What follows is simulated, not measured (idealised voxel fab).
The following is a process module called voxel air gaps.
Xsec cut, 220 nm wide, square cell size 5 nm.
Throughout this document, each cross-section is represented as a grid of square cells and is presented as a sequence of bands enumerated from the top downward, where a band comprises one or more rows of cells. Each band's line starts with the height of the band's top and of its bottom, in nm. Then come its materials from left to right, each with its width in nm. One material with "everywhere" fills the band from edge to edge. "air" is empty space. Ref level 0: as-received wafer is one material below here. Bottom band extends down with no lower bound ("0..down"). Width: "30 to 40" (first number = top row, second number = bottom row, same change from row to row of cells). What does "same as before" mean for a step? It means no cell of the cross-section changed in that step. Empty spaces counting at least 8 cells and having no open way to the top are listed in "Entrapped voids". The notation width x height at distance is used for each, the distance being from the left edge and all three values in nm. What comes after the settings on a step's line is commentary from the simulator itself on that step. A step's line can hold "overlay nm"; with a mask on that step, the setting says how far right of the planned place the mask lay, while a negative setting says it lay to the left.

The following list gives the planned process steps:
step 1: RECEIVE with material Si
step 2: CONFORMAL_DEP with material SiO2, thk nm 10
step 3: CONFORMAL_DEP with material SiN, thk nm 5
step 4: DIRECTIONAL_DEP with material lowk, thk nm 35
step 5: DIRECTIONAL_DEP with material aC, thk nm 15
step 6: PATTERN with tone open, mask id LINES, material resist, width nm 25, pitch nm 50, thk nm 30, overlay nm 0
step 7: DIRECTIONAL_ETCH with etch materials aC, depth nm 15
step 8: STRIP with etch materials resist
step 9: DIRECTIONAL_ETCH with etch materials lowk, depth nm 35
step 10: STRIP with etch materials aC
step 11: CONFORMAL_DEP with material TiN, thk nm 5
step 12: FILL_DEP with material Ru, thk nm 5
step 13: CMP with height nm 50
step 14: EPI with material Ru, thk nm 10
step 15: SELECTIVE_ETCH with etch materials lowk, depth nm 45
step 16: CONFORMAL_DEP with material SiCN, thk nm 5

Cross-sectional view of the wafer in its as-received condition, corresponding to the state after step 1:
  0..down | Si everywhere
  Entrapped voids: none

Cross-section, end of module. Start: as above. Plan: as above. Execution: one mistake:
  65..60 | 10 of air / 205 of SiCN / 5 of air
  60..50 | 10 of air / 5 of SiCN / 45 of Ru / 5 of SiCN / 45 of Ru / 5 of SiCN / 45 of Ru / 5 of SiCN / 45 of Ru / 5 of SiCN / 5 of air
  50..45 | 10 of air / 15 of SiCN / 5 of TiN / 15 of Ru / 5 of TiN / 25 of SiCN / 5 of TiN / 15 of Ru / 5 of TiN / 25 of SiCN / 5 of TiN / 15 of Ru / 5 of TiN / 25 of SiCN / 5 of TiN / 15 of Ru / 5 of TiN / 15 of SiCN / 5 of air
  45..20 | 20 of air / 5 of SiCN / 5 of TiN / 15 of Ru / 5 of TiN / 5 of SiCN / 15 of air / 5 of SiCN / 5 of TiN / 15 of Ru / 5 of TiN / 5 of SiCN / 15 of air / 5 of SiCN / 5 of TiN / 15 of Ru / 5 of TiN / 5 of SiCN / 15 of air / 5 of SiCN / 5 of TiN / 15 of Ru / 5 of TiN / 5 of SiCN / 15 of air
  20..15 | 25 of SiCN / 25 of TiN / 25 of SiCN / 25 of TiN / 25 of SiCN / 25 of TiN / 25 of SiCN / 25 of TiN / 20 of SiCN
  15..10 | SiN everywhere
  10..0 | SiO2 everywhere
  0..down | Si everywhere
  Entrapped voids: 15 x 25 at 55; 15 x 25 at 105; 15 x 25 at 155
Deviation noted in wafer processing: step 6 did not use the planned setting and instead ran as PATTERN with tone open, mask id LINES, material resist, width nm 25, pitch nm 50, thk nm 30, overlay nm 5
